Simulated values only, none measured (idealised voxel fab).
voxel self aligned contacts: a process module
Each square cell in cross-section cut measures 5 nm, and the section as a whole is 215 nm wide.
A cross-section is written here as square cells arranged in a grid, and it is given in bands from the top down, each band taking up one or more rows of cells.
What a band's entry tells you: where the top is and where the bottom is, as heights in nm, and after that what lies inside, material by material from left to right, each with its width in nm. Empty space is written as the word "air", and a single material marked with the word "all across" occupies the band from edge to edge.
Measure heights from 0. That's the level where, below it, the as-received wafer is all one material. The lowest band is bottomless and extends downward; write it as in "0..down".
A width such as "30..40" changes by the same amount from each row of cells to the next, from the band's top row to its bottom row.
Basically "no alterations made" means that step didn't change any cell in the cross-section.
Any empty space of 8 cells or more lacking an open way to the top shows up in "Unvented cavities" as width x height at distance, distance from the left edge, in nm.
That trailing text on a step's line, after the settings, is the simulator's own remark on the step.
The setting "overlay nm" may be written on the line of a step. When the step uses a mask, the value reports how far to the right of the planned place the mask lay, and a negative value reports that it lay to the left.

**Below is the list of planned process steps**
1: RECEIVE, material Si
2: CONFORMAL_DEP, material SiO2, thk nm 5
3: DIRECTIONAL_DEP, material polySi, thk nm 30
4: DIRECTIONAL_DEP, material SiN, thk nm 15
5: DIRECTIONAL_DEP, material aC, thk nm 15
6: PATTERN, tone cover, mask id GATE, material resist, width nm 35, pitch nm 60, thk nm 30, overlay nm 0
7: DIRECTIONAL_ETCH, etch materials aC, depth nm 15
8: STRIP, etch materials resist
9: DIRECTIONAL_ETCH, etch materials SiN, depth nm 15
10: DIRECTIONAL_ETCH, etch materials polySi, depth nm 30
11: STRIP, etch materials aC
12: CONFORMAL_DEP, material SiN, thk nm 5
13: DIRECTIONAL_ETCH, etch materials SiN, depth nm 5
14: FILL_DEP, material SiO2, thk nm 20
15: CMP, height nm 60
16: PATTERN, tone open, mask id CONTACT, material resist, width nm 45, thk nm 20, overlay nm 0
17: DIRECTIONAL_ETCH, etch materials SiO2, depth nm 60
18: STRIP, etch materials resist
19: CONFORMAL_DEP, material TiN, thk nm 5
20: FILL_DEP, material W, thk nm 5
21: CMP, height nm 60
22: CONFORMAL_DEP, material SiN, thk nm 5

**First wafer out of two, processed as planned**

**Cross-section: wafer on arrival = after step 1**
    0..down  Si all across
    Unvented cavities: none

**How the wafer stands in section after step 2**
    5..0  SiO2 all across
    All layers under 0 are left as they were.

**How the wafer stands in section after step 3**
    35..5  polySi all across
    All layers under 5 are left as they were.

**How the wafer stands in section after step 4**
    50..35  SiN all across
    All layers under 35 are left as they were.

**How the wafer stands in section after step 5**
    65..50  aC all across
    All layers under 50 are left as they were.

**How the wafer stands in section after step 6**
    95..65  air (60) / resist (35) / air (25) / resist (35) / air (60)
    All layers under 65 are left as they were.

**How the wafer stands in section after step 7**
    80..65  air (60) / resist (35) / air (25) / resist (35) / air (60)
    65..50  air (60) / aC (35) / air (25) / aC (35) / air (60)
    All layers under 50 are left as they were.

**How the wafer stands in section after step 8**
    65..50  air (60) / aC (35) / air (25) / aC (35) / air (60)
    All layers under 50 are left as they were.

**How the wafer stands in section after step 9**
    65..50  air (60) / aC (35) / air (25) / aC (35) / air (60)
    50..35  air (60) / SiN (35) / air (25) / SiN (35) / air (60)
    All layers under 35 are left as they were.

**How the wafer stands in section after step 10**
    65..50  air (60) / aC (35) / air (25) / aC (35) / air (60)
    50..35  air (60) / SiN (35) / air (25) / SiN (35) / air (60)
    35..5  air (60) / polySi (35) / air (25) / polySi (35) / air (60)
    All layers under 5 are left as they were.

**How the wafer stands in section after step 11**
    50..35  air (60) / SiN (35) / air (25) / SiN (35) / air (60)
    All layers under 35 are left as they were.

**How the wafer stands in section after step 12**
    55..35  air (55) / SiN (45) / air (15) / SiN (45) / air (55)
    35..10  air (55) / SiN (5) / polySi (35) / SiN (5) / air (15) / SiN (5) / polySi (35) / SiN (5) / air (55)
    10..5  SiN (60) / polySi (35) / SiN (25) / polySi (35) / SiN (60)
    All layers under 5 are left as they were.

**How the wafer stands in section after step 13**
    50..35  air (55) / SiN (45) / air (15) / SiN (45) / air (55)
    35..5  air (55) / SiN (5) / polySi (35) / SiN (5) / air (15) / SiN (5) / polySi (35) / SiN (5) / air (55)
    All layers under 5 are left as they were.

**How the wafer stands in section after step 14**
    70..50  SiO2 all across
    50..35  SiO2 (55) / SiN (45) / SiO2 (15) / SiN (45) / SiO2 (55)
    35..5  SiO2 (55) / SiN (5) / polySi (35) / SiN (5) / SiO2 (15) / SiN (5) / polySi (35) / SiN (5) / SiO2 (55)
    All layers under 5 are left as they were.

**How the wafer stands in section after step 15**
    60..50  SiO2 all across
    All layers under 50 are left as they were.

**How the wafer stands in section after step 16**
    80..60  resist (85) / air (45) / resist (85)
    All layers under 60 are left as they were.

**How the wafer stands in section after step 17**
    80..60  resist (85) / air (45) / resist (85)
    60..50  SiO2 (85) / air (45) / SiO2 (85)
    50..35  SiO2 (55) / SiN (45) / air (15) / SiN (45) / SiO2 (55)
    35..5  SiO2 (55) / SiN (5) / polySi (35) / SiN (5) / air (15) / SiN (5) / polySi (35) / SiN (5) / SiO2 (55)
    5..0  SiO2 (100) / air (15) / SiO2 (100)
    All layers under 0 are left as they were.

**How the wafer stands in section after step 18**
    60..50  SiO2 (85) / air (45) / SiO2 (85)
    All layers under 50 are left as they were.

**How the wafer stands in section after step 19**
    65..60  TiN (90) / air (35) / TiN (90)
    60..50  SiO2 (85) / TiN (5..20) / air (35..5) / TiN (5..20) / SiO2 (85)
    50..35  SiO2 (55) / SiN (45) / TiN (5) / air (5) / TiN (5) / SiN (45) / SiO2 (55)
    35..5  SiO2 (55) / SiN (5) / polySi (35) / SiN (5) / TiN (5) / air (5) / TiN (5) / SiN (5) / polySi (35) / SiN (5) / SiO2 (55)
    5..0  SiO2 (100) / TiN (15) / SiO2 (100)
    All layers under 0 are left as they were.

**How the wafer stands in section after step 20**
    70..65  W all across
    65..60  TiN (90) / W (35) / TiN (90)
    60..50  SiO2 (85) / TiN (5..20) / W (35..5) / TiN (5..20) / SiO2 (85)
    50..35  SiO2 (55) / SiN (45) / TiN (5) / W (5) / TiN (5) / SiN (45) / SiO2 (55)
    35..5  SiO2 (55) / SiN (5) / polySi (35) / SiN (5) / TiN (5) / W (5) / TiN (5) / SiN (5) / polySi (35) / SiN (5) / SiO2 (55)
    All layers under 5 are left as they were.

**How the wafer stands in section after step 21**
    60..50  SiO2 (85) / TiN (5..20) / W (35..5) / TiN (5..20) / SiO2 (85)
    All layers under 50 are left as they were.

**How the wafer stands in section after step 22**
    65..60  SiN all across
    All layers under 60 are left as they were.

**Wafer two. Identical start, identical plan. One mistake in execution. Identical history through step 2**

**Cross-sectional representation of the second wafer at the time designated in the plan for the completion of step 3**
    65..5  polySi all across
    All layers under 5 are left as they were.

**Cross-sectional representation of the second wafer at the time designated in the plan for the completion of step 4**
    80..65  SiN all across
    All layers under 65 are left as they were.

**Cross-sectional representation of the second wafer at the time designated in the plan for the completion of step 5**
    95..80  aC all across
    All layers under 80 are left as they were.

**Cross-sectional representation of the second wafer at the time designated in the plan for the completion of step 6**
    125..95  air (60) / resist (35) / air (25) / resist (35) / air (60)
    All layers under 95 are left as they were.

**Cross-sectional representation of the second wafer at the time designated in the plan for the completion of step 7**
    110..95  air (60) / resist (35) / air (25) / resist (35) / air (60)
    95..80  air (60) / aC (35) / air (25) / aC (35) / air (60)
    All layers under 80 are left as they were.

**Cross-sectional representation of the second wafer at the time designated in the plan for the completion of step 8**
    95..80  air (60) / aC (35) / air (25) / aC (35) / air (60)
    All layers under 80 are left as they were.

**Cross-sectional representation of the second wafer at the time designated in the plan for the completion of step 9**
    95..80  air (60) / aC (35) / air (25) / aC (35) / air (60)
    80..65  air (60) / SiN (35) / air (25) / SiN (35) / air (60)
    All layers under 65 are left as they were.

**Cross-sectional representation of the second wafer at the time designated in the plan for the completion of step 10**
    95..80  air (60) / aC (35) / air (25) / aC (35) / air (60)
    80..65  air (60) / SiN (35) / air (25) / SiN (35) / air (60)
    65..35  air (60) / polySi (35) / air (25) / polySi (35) / air (60)
    All layers under 35 are left as they were.

**Cross-sectional representation of the second wafer at the time designated in the plan for the completion of step 11**
    80..65  air (60) / SiN (35) / air (25) / SiN (35) / air (60)
    All layers under 65 are left as they were.

**Cross-sectional representation of the second wafer at the time designated in the plan for the completion of step 12**
    85..65  air (55) / SiN (45) / air (15) / SiN (45) / air (55)
    65..40  air (55) / SiN (5) / polySi (35) / SiN (5) / air (15) / SiN (5) / polySi (35) / SiN (5) / air (55)
    40..35  SiN (60) / polySi (35) / SiN (25) / polySi (35) / SiN (60)
    All layers under 35 are left as they were.

**Cross-sectional representation of the second wafer at the time designated in the plan for the completion of step 13**
    80..65  air (55) / SiN (45) / air (15) / SiN (45) / air (55)
    65..35  air (55) / SiN (5) / polySi (35) / SiN (5) / air (15) / SiN (5) / polySi (35) / SiN (5) / air (55)
    All layers under 35 are left as they were.

**Cross-sectional representation of the second wafer at the time designated in the plan for the completion of step 14**
    100..80  SiO2 all across
    80..65  SiO2 (55) / SiN (45) / SiO2 (15) / SiN (45) / SiO2 (55)
    65..35  SiO2 (55) / SiN (5) / polySi (35) / SiN (5) / SiO2 (15) / SiN (5) / polySi (35) / SiN (5) / SiO2 (55)
    All layers under 35 are left as they were.

**Cross-sectional representation of the second wafer at the time designated in the plan for the completion of step 15**
    60..35  SiO2 (55) / SiN (5) / polySi (35) / SiN (5) / SiO2 (15) / SiN (5) / polySi (35) / SiN (5) / SiO2 (55)
    All layers under 35 are left as they were.

**Cross-sectional representation of the second wafer at the time designated in the plan for the completion of step 16**
    80..60  resist (85) / air (45) / resist (85)
    All layers under 60 are left as they were.

**Cross-sectional representation of the second wafer at the time designated in the plan for the completion of step 17**
    80..60  resist (85) / air (45) / resist (85)
    60..35  SiO2 (55) / SiN (5) / polySi (35) / SiN (5) / air (15) / SiN (5) / polySi (35) / SiN (5) / SiO2 (55)
    All layers under 35 are left as they were.

**Cross-sectional representation of the second wafer at the time designated in the plan for the completion of step 18**
    60..35  SiO2 (55) / SiN (5) / polySi (35) / SiN (5) / air (15) / SiN (5) / polySi (35) / SiN (5) / SiO2 (55)
    All layers under 35 are left as they were.

**Cross-sectional representation of the second wafer at the time designated in the plan for the completion of step 19**
    65..60  TiN (105) / air (5) / TiN (105)
    60..40  SiO2 (55) / SiN (5) / polySi (35) / SiN (5) / TiN (5) / air (5) / TiN (5) / SiN (5) / polySi (35) / SiN (5) / SiO2 (55)
    40..35  SiO2 (55) / SiN (5) / polySi (35) / SiN (5) / TiN (15) / SiN (5) / polySi (35) / SiN (5) / SiO2 (55)
    All layers under 35 are left as they were.

**Cross-sectional representation of the second wafer at the time designated in the plan for the completion of step 20**
    70..65  W all across
    65..60  TiN (105) / W (5) / TiN (105)
    60..40  SiO2 (55) / SiN (5) / polySi (35) / SiN (5) / TiN (5) / W (5) / TiN (5) / SiN (5) / polySi (35) / SiN (5) / SiO2 (55)
    All layers under 40 are left as they were.

**Cross-sectional representation of the second wafer at the time designated in the plan for the completion of step 21**
    60..40  SiO2 (55) / SiN (5) / polySi (35) / SiN (5) / TiN (5) / W (5) / TiN (5) / SiN (5) / polySi (35) / SiN (5) / SiO2 (55)
    All layers under 40 are left as they were.

**Cross-sectional representation of the second wafer at the time designated in the plan for the completion of step 22**
    65..60  SiN all across
    All layers under 60 are left as they were.
What went wrong in running the wafer? regarding the plan, step 3 was run twice
Bottom line after processing is that, in cells, the second wafer is up or down on some materials versus the first: 58 fewer of SiN | 153 fewer of SiO2 | 20 fewer of TiN | 13 fewer of W | 244 more of polySi
